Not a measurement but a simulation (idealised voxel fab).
Module name: voxel self aligned vias (process module)
cross-section cut | 280 nm wide | cells 5 nm
A cross-section in this document is a grid of square cells, and it is written down as bands, the top band listed before the ones below it; a band is made up of one or more rows of cells.
Quick guide to a band line: top height, bottom height (nm) up front; then every material left to right with its width in nm. Only one material and it's marked "full width"? Then it fills the band edge to edge. And "air" just means empty space.
Ref level 0: as-received wafer is one material below here. Bottom band extends down with no lower bound ("top 0, no bottom").
The two numbers in a width such as "30..40" mark its ends across the band: the first belongs to the top row of cells, the second to the bottom row, and from each row to the next the width moves by the same amount.
Step marked "stayed the same"? Then no cell in the cross-section changed in it.
Look at "Unvented cavities" for the closed voids: empty spaces with no open path to the top, sized 8 cells or up. Each is width x height at distance, distance from the left edge, all nm.
On a step's line, text after the settings is the simulator commenting on that step.
overlay nm: on a step with a mask, how far right of its planned place the mask lay; negative means left.

[Below is the list of planned process steps]
step 1: RECEIVE | material Si
step 2: CONFORMAL_DEP | material SiO2 | thk nm 15
step 3: CONFORMAL_DEP | material SiCN | thk nm 5
step 4: DIRECTIONAL_DEP | material SiO2 | thk nm 20
step 5: MASKED_ETCH | tone open | mask id LINES | width nm 20 | pitch nm 45 | etch materials SiO2 | depth nm 20 | overlay nm 0
step 6: CONFORMAL_DEP | material TiN | thk nm 5
step 7: FILL_DEP | material W | thk nm 5
step 8: CMP | height nm 40
step 9: SELECTIVE_ETCH | etch materials W Ru TiN | depth nm 5
step 10: FILL_DEP | material SiN | thk nm 10
step 11: CMP | height nm 40
step 12: DIRECTIONAL_DEP | material SiO2 | thk nm 15
step 13: DIRECTIONAL_DEP | material aC | thk nm 10
step 14: PATTERN | tone open | mask id VIAS | material resist | width nm 30 | pitch nm 45 | thk nm 25 | overlay nm 0
step 15: DIRECTIONAL_ETCH | etch materials aC | depth nm 10
step 16: STRIP | etch materials resist
step 17: DIRECTIONAL_ETCH | etch materials SiO2 | depth nm 15
step 18: DIRECTIONAL_ETCH | etch materials SiN | depth nm 5
step 19: STRIP | etch materials aC
step 20: CONFORMAL_DEP | material TiN | thk nm 5
step 21: FILL_DEP | material W | thk nm 5
step 22: CMP | height nm 55
step 23: CONFORMAL_DEP | material SiCN | thk nm 5

[as received, after step 1]
    top 0, no bottom | Si full width
    Unvented cavities: none

[First wafer of two, sectioned at end of module; run went per plan]
    top 60, bottom 55 | SiCN full width
    top 55, bottom 45 | SiO2=80 | TiN=5 | W=20 | TiN=5 | SiO2=15 | TiN=5 | W=20 | TiN=5 | SiO2=15 | TiN=5 | W=20 | TiN=5 | SiO2=80
    top 45, bottom 40 | SiO2=80 | TiN=10 | W=10 | TiN=10 | SiO2=15 | TiN=10 | W=10 | TiN=10 | SiO2=15 | TiN=10 | W=10 | TiN=10 | SiO2=80
    top 40, bottom 35 | SiO2=85 | TiN=20 | SiO2=25 | TiN=20 | SiO2=25 | TiN=20 | SiO2=85
    top 35, bottom 25 | SiO2=85 | TiN=5 | W=10 | TiN=5 | SiO2=25 | TiN=5 | W=10 | TiN=5 | SiO2=25 | TiN=5 | W=10 | TiN=5 | SiO2=85
    top 25, bottom 20 | SiO2=85 | TiN=20 | SiO2=25 | TiN=20 | SiO2=25 | TiN=20 | SiO2=85
    top 20, bottom 15 | SiCN full width
    top 15, bottom 0 | SiO2 full width
    top 0, no bottom | Si full width
    Unvented cavities: none

[The second wafer, shown in cross-section after the module: started the same way as the first and given the same plan, yet one mistake crept into how it was run]
    top 60, bottom 55 | SiCN full width
    top 55, bottom 45 | SiO2=80 | TiN=5 | W=20 | TiN=5 | SiO2=15 | TiN=5 | W=20 | TiN=5 | SiO2=15 | TiN=5 | W=20 | TiN=5 | SiO2=80
    top 45, bottom 40 | SiO2=80 | TiN=30 | SiO2=15 | TiN=30 | SiO2=15 | TiN=30 | SiO2=80
    top 40, bottom 35 | SiN=80 | TiN=5 | SiO2=20 | TiN=5 | SiN=15 | TiN=5 | SiO2=20 | TiN=5 | SiN=15 | TiN=5 | SiO2=20 | TiN=5 | SiN=80
    top 35, bottom 25 | W=80 | TiN=5 | SiO2=20 | TiN=5 | W=15 | TiN=5 | SiO2=20 | TiN=5 | W=15 | TiN=5 | SiO2=20 | TiN=5 | W=80
    top 25, bottom 20 | TiN=85 | SiO2=20 | TiN=25 | SiO2=20 | TiN=25 | SiO2=20 | TiN=85
    top 20, bottom 15 | SiCN full width
    top 15, bottom 0 | SiO2 full width
    top 0, no bottom | Si full width
    Unvented cavities: none
Diagnosis: step 5 off recipe, ran as MASKED_ETCH | tone cover | mask id LINES | width nm 20 | pitch nm 45 | etch materials SiO2 | depth nm 20 | overlay nm 0
At the finish, the second wafer shows more or fewer cells for some materials than the first does: 38 more of SiN, 128 fewer of SiO2, 32 more of TiN, 58 more of W
